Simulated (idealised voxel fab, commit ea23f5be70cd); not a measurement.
This is a process module. Its name is voxel transistor to metal.
cross-section cut | 175 nm wide | cells 5 nm
Bands, listed from the top down, are how a cross-section gets written in this document; the cross-section itself is a grid of square cells, and a band is one or more rows of them. Band: top height; bottom height; in nm. Then, left to right: material with width in nm, for each material. "edge to edge": a single material spanning edge to edge. "air": empty space. Heights are expressed relative to 0, this being the level below which the as-received wafer comprises one material exclusively. The lowest band is unbounded in the downward direction and is denoted as in "0 nm and below". Width spec "30 to 40" -> top row of cells at first value, bottom row at second value, equal per-row change in between. Given "no alteration" for a step, no cell of the cross-section differs between before and after that step. Reported under the label "Voids lacking openings" are the empty spaces having no open way to the top and comprising 8 cells or more; the notation for each is width x height at distance, in which the distance is measured from the left edge and all three values are in nm. Anything after a step's settings on that line? It's the simulator's own note about the step. A step line may carry the setting "overlay nm", which, for steps involving a mask, states the distance by which the mask lay to the right of its intended position; negative values denote displacement to the left.

-- Steps planned for the process
1,RECEIVE with material Si
2,OXIDIZE with depth nm 5
3,CONFORMAL_DEP with material SiN, thk nm 10
4,PATTERN with tone cover, mask id ACTIVE, material resist, width nm 105, thk nm 20, overlay nm 0
5,DIRECTIONAL_ETCH with etch materials SiN, depth nm 10
6,DIRECTIONAL_ETCH with etch materials SiO2, depth nm 5
7,DIRECTIONAL_ETCH with etch materials Si, depth nm 25
8,STRIP with etch materials resist
9,OXIDIZE with depth nm 5
10,FILL_DEP with material SiO2, thk nm 15
11,CMP with height nm 10
12,SELECTIVE_ETCH with etch materials SiO2, depth nm 5
13,STRIP with etch materials SiN
14,SELECTIVE_ETCH with etch materials SiO2, depth nm 5
15,OXIDIZE with depth nm 5
16,DIRECTIONAL_DEP with material polySi, thk nm 20
17,DIRECTIONAL_DEP with material SiCN, thk nm 10
18,MASKED_ETCH with tone cover, mask id GATE, width nm 25, etch materials SiCN, depth nm 20, overlay nm 0
19,MASKED_ETCH with tone cover, mask id GATE, width nm 25, etch materials polySi, depth nm 30, overlay nm 0
20,CONFORMAL_DEP with material SiO2, thk nm 5
21,DIRECTIONAL_ETCH with etch materials SiO2, depth nm 5
22,CONFORMAL_DEP with material SiN, thk nm 10
23,DIRECTIONAL_ETCH with etch materials SiN, depth nm 10
24,DIRECTIONAL_ETCH with etch materials SiO2, depth nm 5
25,DIRECTIONAL_ETCH with etch materials Si, depth nm 15
26,EPI with material nSi, thk nm 15
27,FILL_DEP with material SiO2, thk nm 5
28,CMP with height nm 15
29,STRIP with etch materials polySi
30,SELECTIVE_ETCH with etch materials SiO2, depth nm 5
31,CONFORMAL_DEP with material HfO2, thk nm 5
32,CONFORMAL_DEP with material TiN, thk nm 5
33,FILL_DEP with material W, thk nm 10
34,CMP with height nm 10
35,DIRECTIONAL_DEP with material SiO2, thk nm 15
36,DIRECTIONAL_DEP with material aC, thk nm 10
37,PATTERN with tone open, mask id CONTACT, material resist, width nm 20, pitch nm 75, thk nm 30, overlay nm 0
38,DIRECTIONAL_ETCH with etch materials aC, depth nm 10
39,STRIP with etch materials resist
40,DIRECTIONAL_ETCH with etch materials SiO2, depth nm 20
41,STRIP with etch materials aC
42,CONFORMAL_DEP with material TiN, thk nm 5
43,FILL_DEP with material W, thk nm 10
44,CMP with height nm 25
45,DIRECTIONAL_DEP with material TiN, thk nm 5
46,DIRECTIONAL_DEP with material W, thk nm 15
47,PATTERN with tone cover, mask id METAL_1, material resist, width nm 20, pitch nm 75, thk nm 20, overlay nm 0
48,DIRECTIONAL_ETCH with etch materials W, depth nm 15
49,DIRECTIONAL_ETCH with etch materials TiN, depth nm 5
50,STRIP with etch materials resist
51,FILL_DEP with material SiO2, thk nm 10
52,CMP with height nm 45
53,CONFORMAL_DEP with material SiCN, thk nm 5
54,DIRECTIONAL_DEP with material SiO2, thk nm 25
55,MASKED_ETCH with tone open, mask id METAL_2, width nm 20, pitch nm 75, etch materials SiO2, depth nm 15, overlay nm 0
56,MASKED_ETCH with tone open, mask id METAL_2_HOLES, width nm 15, pitch nm 75, etch materials SiO2, depth nm 10, overlay nm 0
57,MASKED_ETCH with tone open, mask id METAL_2_HOLES, width nm 15, pitch nm 75, etch materials SiCN, depth nm 5, overlay nm 0
58,CONFORMAL_DEP with material TiN, thk nm 5
59,FILL_DEP with material Cu, thk nm 5
60,CMP with height nm 75
61,CONFORMAL_DEP with material SiN, thk nm 5

-- The cross-section here shows the wafer as received, i.e. in its state after step 1
	0 nm and below | Si edge to edge
	Voids lacking openings: none

-- Sectioned view, first of two wafers, at the close of the module, processed as intended in the plan
	80 nm to 75 nm | SiN edge to edge
	75 nm to 65 nm | 40 nm SiO2 | 5 nm TiN | 10 nm Cu | 5 nm TiN | 55 nm SiO2 | 5 nm TiN | 10 nm Cu | 5 nm TiN | 40 nm SiO2
	65 nm to 60 nm | 40 nm SiO2 | 5 nm TiN | 5 nm Cu | 10 nm TiN | 55 nm SiO2 | 5 nm TiN | 5 nm Cu | 10 nm TiN | 40 nm SiO2
	60 nm to 50 nm | 40 nm SiO2 | 5 nm TiN | 5 nm Cu | 5 nm TiN | 60 nm SiO2 | 5 nm TiN | 5 nm Cu | 5 nm TiN | 45 nm SiO2
	50 nm to 45 nm | 40 nm SiCN | 15 nm TiN | 60 nm SiCN | 15 nm TiN | 45 nm SiCN
	45 nm to 30 nm | 40 nm SiO2 | 20 nm W | 55 nm SiO2 | 20 nm W | 40 nm SiO2
	30 nm to 25 nm | 40 nm SiO2 | 20 nm TiN | 55 nm SiO2 | 20 nm TiN | 40 nm SiO2
	25 nm to 10 nm | 40 nm SiO2 | 5 nm TiN | 10 nm W | 5 nm TiN | 55 nm SiO2 | 5 nm TiN | 10 nm W | 5 nm TiN | 40 nm SiO2
	10 nm to 5 nm | 40 nm SiO2 | 20 nm TiN | 10 nm SiN | 5 nm HfO2 | 5 nm TiN | 15 nm W | 5 nm TiN | 5 nm HfO2 | 10 nm SiN | 20 nm TiN | 40 nm SiO2
	5 nm to 0 nm | 40 nm SiO2 | 20 nm nSi | 10 nm SiN | 5 nm HfO2 | 5 nm TiN | 15 nm W | 5 nm TiN | 5 nm HfO2 | 10 nm SiN | 20 nm nSi | 40 nm SiO2
	0 nm to -5 nm | 35 nm SiO2 | 10 nm SiN | 15 nm nSi | 10 nm SiN | 5 nm HfO2 | 25 nm TiN | 5 nm HfO2 | 10 nm SiN | 15 nm nSi | 10 nm SiN | 35 nm SiO2
	-5 nm to -10 nm | 45 nm SiO2 | 15 nm nSi | 10 nm SiO2 | 35 nm HfO2 | 10 nm SiO2 | 15 nm nSi | 45 nm SiO2
	-10 nm to -25 nm | 40 nm SiO2 | 5 nm Si | 15 nm nSi | 55 nm Si | 15 nm nSi | 5 nm Si | 40 nm SiO2
	-25 nm to -35 nm | 40 nm SiO2 | 95 nm Si | 40 nm SiO2
	-35 nm and below | Si edge to edge
	Voids lacking openings: none

-- Second wafer of the two, sectioned at the end of the module. It began like the first and followed the same plan, but one mistake was made while running it
	80 nm to 75 nm | SiN edge to edge
	75 nm to 65 nm | 40 nm SiO2 | 5 nm TiN | 10 nm Cu | 5 nm TiN | 55 nm SiO2 | 5 nm TiN | 10 nm Cu | 5 nm TiN | 40 nm SiO2
	65 nm to 60 nm | 40 nm SiO2 | 5 nm TiN | 5 nm Cu | 10 nm TiN | 55 nm SiO2 | 5 nm TiN | 5 nm Cu | 10 nm TiN | 40 nm SiO2
	60 nm to 50 nm | 40 nm SiO2 | 5 nm TiN | 5 nm Cu | 5 nm TiN | 60 nm SiO2 | 5 nm TiN | 5 nm Cu | 5 nm TiN | 45 nm SiO2
	50 nm to 45 nm | 40 nm SiCN | 15 nm TiN | 60 nm SiCN | 15 nm TiN | 45 nm SiCN
	45 nm to 30 nm | 40 nm SiO2 | 20 nm W | 55 nm SiO2 | 20 nm W | 40 nm SiO2
	30 nm to 25 nm | 40 nm SiO2 | 20 nm TiN | 55 nm SiO2 | 20 nm TiN | 40 nm SiO2
	25 nm to 10 nm | 40 nm SiO2 | 5 nm TiN | 10 nm W | 5 nm TiN | 55 nm SiO2 | 5 nm TiN | 10 nm W | 5 nm TiN | 40 nm SiO2
	10 nm to 5 nm | 40 nm SiO2 | 20 nm TiN | 10 nm SiN | 5 nm HfO2 | 5 nm TiN | 15 nm W | 5 nm TiN | 5 nm HfO2 | 10 nm SiN | 20 nm TiN | 40 nm SiO2
	5 nm to 0 nm | 45 nm SiO2 | 15 nm nSi | 10 nm SiN | 5 nm HfO2 | 5 nm TiN | 15 nm W | 5 nm TiN | 5 nm HfO2 | 10 nm SiN | 15 nm nSi | 45 nm SiO2
	0 nm to -5 nm | 30 nm SiO2 | 10 nm SiN | 20 nm nSi | 10 nm SiN | 5 nm HfO2 | 25 nm TiN | 5 nm HfO2 | 10 nm SiN | 20 nm nSi | 10 nm SiN | 30 nm SiO2
	-5 nm to -10 nm | 30 nm SiO2 | 5 nm SiN | 5 nm SiO2 | 20 nm nSi | 10 nm SiO2 | 35 nm HfO2 | 10 nm SiO2 | 20 nm nSi | 5 nm SiO2 | 5 nm SiN | 30 nm SiO2
	-10 nm to -15 nm | 45 nm SiO2 | 15 nm nSi | 55 nm Si | 15 nm nSi | 45 nm SiO2
	-15 nm to -25 nm | 40 nm SiO2 | 5 nm Si | 15 nm nSi | 55 nm Si | 15 nm nSi | 5 nm Si | 40 nm SiO2
	-25 nm to -35 nm | 40 nm SiO2 | 95 nm Si | 40 nm SiO2
	-35 nm and below | Si edge to edge
	Voids lacking openings: none
Here's what went sideways: transposition of steps 12 and 13 relative to the planned sequence
at the end the second wafer has, in cells: Si: 2 fewer, SiN: 2 more, SiO2: 2 fewer, nSi: 2 more
